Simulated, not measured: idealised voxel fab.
The following process module bears the name voxel double patterning.
The figure presents cross-section cut, which has a width of 295 nm and is divided into square cells with an edge length of 5 nm.
Think of the cross-section as a grid of square cells. We describe it in bands, top to bottom, and each band covers one or more rows of those cells. Read a band's entry like this: the first values are the height of its top and the height of its bottom in nm, and what follows is the sequence of materials from left to right, each with its width in nm. Note that "air" is empty space, and that a single material marked "full width" reaches across the band from edge to edge. Zero point of the height axis is 0; under it, received wafer = one material. Lowest band: continues down indefinitely, "top 0, no bottom". You'd read "30 to 40" like this: the band's top row of cells is as wide as the first number, its bottom row is as wide as the second, and going down, every row changes width by the same amount as the row before did. "changes: none" means the step left every cell of the cross-section as it was. Closed void register: empty space of 8 cells or more with no open way to the top, each as width x height at its distance from the left edge, in nm. Text after the settings on a step's line: the simulator's own remark on that step. overlay nm, on a step with a mask: how far to the right of its planned place the mask lay; to the left if negative.
So here's the lineup of process steps we planned
1,RECEIVE: material Si
2,CONFORMAL_DEP: material SiO2, thk nm 5
3,DIRECTIONAL_DEP: material W, thk nm 10
4,DIRECTIONAL_DEP: material SiCN, thk nm 10
5,DIRECTIONAL_DEP: material aC, thk nm 15
6,PATTERN: tone open, mask id FIRST, material resist, width nm 15, pitch nm 50, thk nm 35, overlay nm 0
7,DIRECTIONAL_ETCH: etch materials aC, depth nm 15
8,STRIP: etch materials resist
9,DIRECTIONAL_ETCH: etch materials SiCN, depth nm 10
10,STRIP: etch materials aC
11,MASKED_ETCH: tone open, mask id SECOND, width nm 15, etch materials SiCN, depth nm 10, overlay nm 0
12,DIRECTIONAL_ETCH: etch materials W, depth nm 10
13,STRIP: etch materials SiCN
As-received wafer cross-section (after step 1)
    top 0, no bottom: Si full width
    Closed void register: none
The module was run from the start shown above using the plan shown above, but one mistake was made doing it; the resulting wafer cross-section is below
    top 15, bottom 5: W (115) / air (15) / W (10) / air (15) / W (10) / air (15) / W (115)
    top 5, bottom 0: aC full width
    top 0, no bottom: Si full width
    Closed void register: none
Processing error: step 2 off recipe, ran as CONFORMAL_DEP: material aC, thk nm 5
